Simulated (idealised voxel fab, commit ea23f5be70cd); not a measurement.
process module | voxel tone inversion
cross-section cut | 265 nm wide | cells 5 nm
A cross-section is a grid of square cells, given in bands from the top down. A band is one or more rows of cells.
Each band's line starts with the height of the band's top and of its bottom, in nm. Then come its materials from left to right, each with its width in nm. One material with "throughout" fills the band from edge to edge. "air" is empty space.
Height 0 is the level under which the wafer as received is all one material. The lowest band goes on downwards, as in "0 down".
A width such as "30 to 40" changes by the same amount from each row of cells to the next, from the band's top row to its bottom row.
"no change" after a step means that no cell of the cross-section changed.
closed voids: empty space of 8 cells or more with no open way to the top, each as width x height at its distance from the left edge, in nm
after a step's settings: what the simulator itself notes on the step
overlay nm, on a step with a mask: how far to the right of its planned place the mask lay; to the left if negative
plan
1 op RECEIVE | material Si
2 op CONFORMAL_DEP | material SiCN | thk nm 5
3 op DIRECTIONAL_DEP | material aC | thk nm 20
4 op PATTERN | tone cover | mask id POSTS | material resist | width nm 15 | pitch nm 35 | thk nm 25 | overlay nm 0
5 op DIRECTIONAL_ETCH | etch materials aC | depth nm 20
6 op STRIP | etch materials resist
7 op FILL_DEP | material SiO2 | thk nm 5
8 op CMP | height nm 25
9 op STRIP | etch materials aC
as received, after step 1
  0 down: Si throughout
  closed voids: none
first wafer at the end, as planned
  25 to 5: SiO2 105 | air 15 | SiO2 20 | air 15 | SiO2 110
  5 to 0: SiCN throughout
  0 down: Si throughout
  closed voids: none
second wafer at the end: like start, like plan, one mistake
  25 to 20: SiO2 throughout
  20 to 0: SiO2 105 | aC 15 | SiO2 20 | aC 15 | SiO2 110
  0 down: Si throughout
  closed voids: none
what went wrong: step 2 was left out
at the end the second wafer has, in cells: 53 fewer of SiCN | 53 more of SiO2 | 24 more of aC
